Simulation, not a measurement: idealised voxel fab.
The following process module bears the name voxel self aligned contacts.
Pictured: cross-section cut, 200 nm wide, on a grid of 5 nm square cells.
Cross-section, as written here: a square-cell grid given band by band from the top down, where a band holds one or more rows of cells. Quick guide to a band line: top height, bottom height (nm) up front; then every material left to right with its width in nm. Only one material and it's marked "all across"? Then it fills the band edge to edge. And "blank" just means empty space. Height reference: 0 = level under which incoming wafer is all one material. Lowest band: no bottom, runs on downward, e.g. "0 and below". With a width like "30 to 40", each row of cells in the band differs from the next by the same amount, the top row carrying the first number and the bottom row the second. For the purposes of this document, the phrase "no change" attached to a step denotes that no cell within the cross-section was modified by that step. Any empty space of 8 cells or more lacking an open way to the top shows up in "Sealed cavities" as width x height at distance, distance from the left edge, in nm. Read whatever lies past the settings on a step's line as the simulator's own remark about the step. overlay nm: right-of-plan distance of the mask on a masked step; negative values mean left-of-plan.

SO HERE'S THE LINEUP OF PROCESS STEPS WE PLANNED
1,RECEIVE,material Si
2,CONFORMAL_DEP,material SiO2,thk nm 5
3,DIRECTIONAL_DEP,material polySi,thk nm 30
4,DIRECTIONAL_DEP,material SiN,thk nm 20
5,DIRECTIONAL_DEP,material aC,thk nm 15
6,PATTERN,tone cover,mask id GATE,material resist,width nm 25,pitch nm 60,thk nm 30,overlay nm 0
7,DIRECTIONAL_ETCH,etch materials aC,depth nm 15
8,STRIP,etch materials resist
9,DIRECTIONAL_ETCH,etch materials SiN,depth nm 20
10,DIRECTIONAL_ETCH,etch materials polySi,depth nm 30
11,STRIP,etch materials aC
12,CONFORMAL_DEP,material SiN,thk nm 10
13,DIRECTIONAL_ETCH,etch materials SiN,depth nm 10
14,FILL_DEP,material SiO2,thk nm 15
15,CMP,height nm 60
16,MASKED_ETCH,tone open,mask id CONTACT,width nm 45,etch materials SiO2,depth nm 60,overlay nm 0
17,CONFORMAL_DEP,material TiN,thk nm 5
18,FILL_DEP,material Ru,thk nm 5
19,CMP,height nm 60
20,CONFORMAL_DEP,material SiN,thk nm 5

CROSS-SECTIONAL VIEW OF THE WAFER IN ITS AS-RECEIVED CONDITION, CORRESPONDING TO THE STATE AFTER STEP 1
0 and below: Si all across
Sealed cavities: none

LOOK AT THE CROSS-SECTION AFTER THE MODULE: THE WAFER STARTED OUT THE WAY SHOWN ABOVE AND THE PLAN WAS THE ONE SHOWN ABOVE, YET ONE MISTAKE WAS MADE ALONG THE WAY
65 down to 60: SiN all across
60 down to 50: SiO2 75  TiN 5  Ru 35  TiN 5  SiO2 80
50 down to 45: SiO2 75  TiN 10  Ru 25  TiN 10  SiO2 80
45 down to 35: SiO2 55  SiN 25  TiN 5  Ru 25  TiN 5  SiN 25  SiO2 60
35 down to 5: SiO2 55  polySi 25  TiN 5  Ru 25  TiN 5  polySi 25  SiO2 60
5 down to 0: SiO2 80  TiN 35  SiO2 85
0 and below: Si all across
Sealed cavities: none
Deviation from plan: plan step 12 never ran because it was skipped
